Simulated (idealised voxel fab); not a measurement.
process module | voxel capacitor over wiring
cross-section cut | 220 nm wide | cells 5 nm
A cross-section is a grid of square cells, given in bands from the top down. A band is one or more rows of cells.
Each band's line starts with the height of the band's top and of its bottom, in nm. Then come its materials from left to right, each with its width in nm. One material with "throughout" fills the band from edge to edge. "air" is empty space.
Height 0 is the level under which the wafer as received is all one material. The lowest band goes on downwards, as in "0 down".
A width such as "30 to 40" changes by the same amount from each row of cells to the next, from the band's top row to its bottom row.
"no change" after a step means that no cell of the cross-section changed.
closed voids: empty space of 8 cells or more with no open way to the top, each as width x height at its distance from the left edge, in nm
after a step's settings: what the simulator itself notes on the step
overlay nm, on a step with a mask: how far to the right of its planned place the mask lay; to the left if negative
plan
1 op RECEIVE | material Si
2 op CONFORMAL_DEP | material SiO2 | thk nm 10
3 op CONFORMAL_DEP | material SiCN | thk nm 5
4 op DIRECTIONAL_DEP | material SiO2 | thk nm 25
5 op MASKED_ETCH | tone open | mask id METAL_1 | width nm 20 | pitch nm 85 | etch materials SiO2 | depth nm 25 | overlay nm 0
6 op MASKED_ETCH | tone open | mask id METAL_1 | width nm 30 | pitch nm 85 | etch materials SiCN | depth nm 5 | overlay nm 0
7 op CONFORMAL_DEP | material TiN | thk nm 5
8 op FILL_DEP | material Ru | thk nm 10
9 op CMP | height nm 40
10 op CONFORMAL_DEP | material SiCN | thk nm 5
11 op DIRECTIONAL_DEP | material SiO2 | thk nm 15
12 op DIRECTIONAL_DEP | material aC | thk nm 10
13 op PATTERN | tone open | mask id PLUG_1 | material resist | width nm 15 | thk nm 30 | overlay nm 0
14 op DIRECTIONAL_ETCH | etch materials aC | depth nm 10
15 op STRIP | etch materials resist
16 op DIRECTIONAL_ETCH | etch materials SiO2 | depth nm 15
17 op DIRECTIONAL_ETCH | etch materials SiCN | depth nm 5
18 op STRIP | etch materials aC
19 op CONFORMAL_DEP | material TiN | thk nm 5
20 op FILL_DEP | material Ru | thk nm 10
21 op CMP | height nm 60
22 op DIRECTIONAL_DEP | material TiN | thk nm 10
23 op DIRECTIONAL_DEP | material HfO2 | thk nm 5
24 op DIRECTIONAL_DEP | material TiN | thk nm 10
25 op DIRECTIONAL_DEP | material aC | thk nm 10
26 op PATTERN | tone cover | mask id UPPER_PLATE | material resist | width nm 60 | thk nm 25 | overlay nm 0
27 op DIRECTIONAL_ETCH | etch materials aC | depth nm 10
28 op STRIP | etch materials resist
29 op DIRECTIONAL_ETCH | etch materials TiN | depth nm 10
30 op DIRECTIONAL_ETCH | etch materials HfO2 | depth nm 5
31 op STRIP | etch materials aC
32 op DIRECTIONAL_DEP | material aC | thk nm 15
33 op PATTERN | tone cover | mask id LOWER_PLATE | material resist | width nm 70 | thk nm 30 | overlay nm 0
34 op DIRECTIONAL_ETCH | etch materials aC | depth nm 15
35 op STRIP | etch materials resist
36 op DIRECTIONAL_ETCH | etch materials TiN | depth nm 10
37 op STRIP | etch materials aC
38 op FILL_DEP | material SiO2 | thk nm 15
39 op CMP | height nm 95
40 op MASKED_ETCH | tone open | mask id PLUG_2 | width nm 15 | etch materials SiO2 | depth nm 10 | overlay nm 0
41 op CONFORMAL_DEP | material TiN | thk nm 5
42 op FILL_DEP | material W | thk nm 10
43 op CMP | height nm 95
44 op CONFORMAL_DEP | material SiN | thk nm 5
varied across the wafers: width nm of step 5. The plan shows the first wafer's value. All wafers start alike
first wafer as received, after step 1
  0 down: Si throughout
  closed voids: none
each wafer at the end: cells of each material gained (+) or lost (-) since it was received, then its closed voids
width nm 20 | +12 HfO2 | +23 Ru | +77 SiCN | +44 SiN | +629 SiO2 | +94 TiN | +1 W | closed voids: none
width nm 25 | +12 HfO2 | +33 Ru | +75 SiCN | +44 SiN | +619 SiO2 | +96 TiN | +1 W | closed voids: none
width nm 30 | +12 HfO2 | +43 Ru | +73 SiCN | +44 SiN | +609 SiO2 | +98 TiN | +1 W | closed voids: none
width nm 35 | +12 HfO2 | +51 Ru | +73 SiCN | +44 SiN | +599 SiO2 | +100 TiN | +1 W | closed voids: none
width nm 40 | +12 HfO2 | +59 Ru | +73 SiCN | +44 SiN | +589 SiO2 | +102 TiN | +1 W | closed voids: none
width nm 45 | +12 HfO2 | +67 Ru | +73 SiCN | +44 SiN | +579 SiO2 | +104 TiN | +1 W | closed voids: none
